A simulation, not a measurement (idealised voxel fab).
A process module follows: voxel transistor to metal.
This is section cut - it's 150 nm across, gridded in 5 nm square cells.
Heads up, the way a cross-section reads in here is a grid of square cells, handed over as bands from the top down, with every band being one or more rows of cells. First you get the band's top height and its bottom height, in nm, and then the materials it's made of, left to right, with each width in nm. If you see a single material with "edge to edge", that one covers the band edge to edge. "empty" is empty space. All heights in this document are referenced to 0, defined as the level beneath which the wafer, as received, consists entirely of one material. The lowest band is not bounded below; it extends indefinitely downward and is written in the form "0 and below". Quick explanation for "30..40": the width changes in equal steps down the rows of cells, from the first number in the band's top row to the second number in its bottom row. "same as before" -> step changed no cross-section cell. What "Enclosed void list" gives you is every empty space of 8 cells or more that is cut off from the top. Each appears as width x height at distance, with the distance taken from the left edge and width, height and distance all in nm. If you see something after the settings on a step's line, that's the simulator's own remark about that step. overlay nm: mask offset rightward from planned place, masked step; negative means leftward offset.
[Here's what the planned process steps look like]
| 1 | RECEIVE, material Si |
| 2 | OXIDIZE, depth nm 5 |
| 3 | CONFORMAL_DEP, material SiN, thk nm 10 |
| 4 | MASKED_ETCH, tone cover, mask id ACTIVE, width nm 110, etch materials SiN, depth nm 10, overlay nm 0 |
| 5 | MASKED_ETCH, tone cover, mask id ACTIVE, width nm 110, etch materials SiO2, depth nm 5, overlay nm 0 |
| 6 | MASKED_ETCH, tone cover, mask id ACTIVE, width nm 110, etch materials Si, depth nm 30, overlay nm 0 |
| 7 | OXIDIZE, depth nm 5 |
| 8 | FILL_DEP, material SiO2, thk nm 10 |
| 9 | CMP, height nm 10 |
| 10 | SELECTIVE_ETCH, etch materials SiO2, depth nm 5 |
| 11 | STRIP, etch materials SiN |
| 12 | SELECTIVE_ETCH, etch materials SiO2, depth nm 5 |
| 13 | OXIDIZE, depth nm 5 |
| 14 | DIRECTIONAL_DEP, material polySi, thk nm 25 |
| 15 | DIRECTIONAL_DEP, material SiCN, thk nm 10 |
| 16 | PATTERN, tone cover, mask id GATE, material resist, width nm 30, thk nm 20, overlay nm 0 |
| 17 | DIRECTIONAL_ETCH, etch materials SiCN, depth nm 20 |
| 18 | DIRECTIONAL_ETCH, etch materials polySi, depth nm 35 |
| 19 | STRIP, etch materials resist |
| 20 | CONFORMAL_DEP, material SiN, thk nm 10 |
| 21 | DIRECTIONAL_ETCH, etch materials SiN, depth nm 10 |
| 22 | DIRECTIONAL_ETCH, etch materials SiO2, depth nm 5 |
| 23 | EPI, material SiGe, thk nm 5 |
| 24 | FILL_DEP, material SiO2, thk nm 5 |
| 25 | CMP, height nm 20 |
| 26 | STRIP, etch materials polySi |
| 27 | SELECTIVE_ETCH, etch materials SiO2, depth nm 5 |
| 28 | CONFORMAL_DEP, material HfO2, thk nm 5 |
| 29 | CONFORMAL_DEP, material TiN, thk nm 5 |
| 30 | FILL_DEP, material W, thk nm 10 |
| 31 | CMP, height nm 15 |
| 32 | DIRECTIONAL_DEP, material SiO2, thk nm 10 |
| 33 | MASKED_ETCH, tone open, mask id CONTACT, width nm 20, pitch nm 80, etch materials SiO2, depth nm 30, overlay nm 0 |
| 34 | CONFORMAL_DEP, material TiN, thk nm 5 |
| 35 | FILL_DEP, material W, thk nm 10 |
| 36 | CMP, height nm 25 |
| 37 | DIRECTIONAL_DEP, material TiN, thk nm 5 |
| 38 | DIRECTIONAL_DEP, material W, thk nm 20 |
| 39 | DIRECTIONAL_DEP, material aC, thk nm 15 |
| 40 | PATTERN, tone cover, mask id METAL_1, material resist, width nm 20, pitch nm 80, thk nm 35, overlay nm 0 |
| 41 | DIRECTIONAL_ETCH, etch materials aC, depth nm 15 |
| 42 | STRIP, etch materials resist |
| 43 | DIRECTIONAL_ETCH, etch materials W, depth nm 20 |
| 44 | DIRECTIONAL_ETCH, etch materials TiN, depth nm 5 |
| 45 | STRIP, etch materials aC |
| 46 | CONFORMAL_DEP, material SiN, thk nm 5 |
| 47 | FILL_DEP, material lowk, thk nm 10 |
| 48 | CMP, height nm 50 |
| 49 | CONFORMAL_DEP, material SiN, thk nm 5 |
[Wafer cross-section on receipt, i.e. after step 1]
* 0 and below = Si edge to edge
* Enclosed void list: none
[Same starting wafer, same plan as above, one mistake in the execution; this is the cross-section at the end of the module]
* 55 down to 50 = SiN edge to edge
* 50 down to 30 = 20 of lowk | 5 of SiN | 20 of W | 5 of SiN | 50 of lowk | 5 of SiN | 20 of W | 5 of SiN | 20 of lowk
* 30 down to 25 = 25 of SiN | 20 of TiN | 60 of SiN | 20 of TiN | 25 of SiN
* 25 down to 15 = 25 of SiO2 | 5 of TiN | 10 of W | 5 of TiN | 60 of SiO2 | 5 of TiN | 10 of W | 5 of TiN | 25 of SiO2
* 15 down to 0 = 25 of SiO2 | 5 of TiN | 10 of W | 5 of TiN | 5 of SiO2 | 10 of SiN | 5 of HfO2 | 5 of TiN | 10 of W | 5 of TiN | 5 of HfO2 | 10 of SiN | 5 of SiO2 | 5 of TiN | 10 of W | 5 of TiN | 25 of SiO2
* 0 down to -5 = 10 of SiO2 | 10 of SiN | 5 of SiO2 | 20 of TiN | 5 of SiO2 | 10 of SiN | 5 of HfO2 | 20 of TiN | 5 of HfO2 | 10 of SiN | 5 of SiO2 | 20 of TiN | 5 of SiO2 | 10 of SiN | 10 of SiO2
* -5 down to -10 = 10 of SiO2 | 15 of SiN | 25 of SiGe | 5 of SiO2 | 40 of HfO2 | 5 of SiO2 | 25 of SiGe | 15 of SiN | 10 of SiO2
* -10 down to -15 = 30 of SiO2 | 90 of Si | 30 of SiO2
* -15 down to -40 = 25 of SiO2 | 100 of Si | 25 of SiO2
* -40 and below = Si edge to edge
* Enclosed void list: none
Processing error: the processing plan was not followed for steps 10 and 11, which were run with their positions exchanged
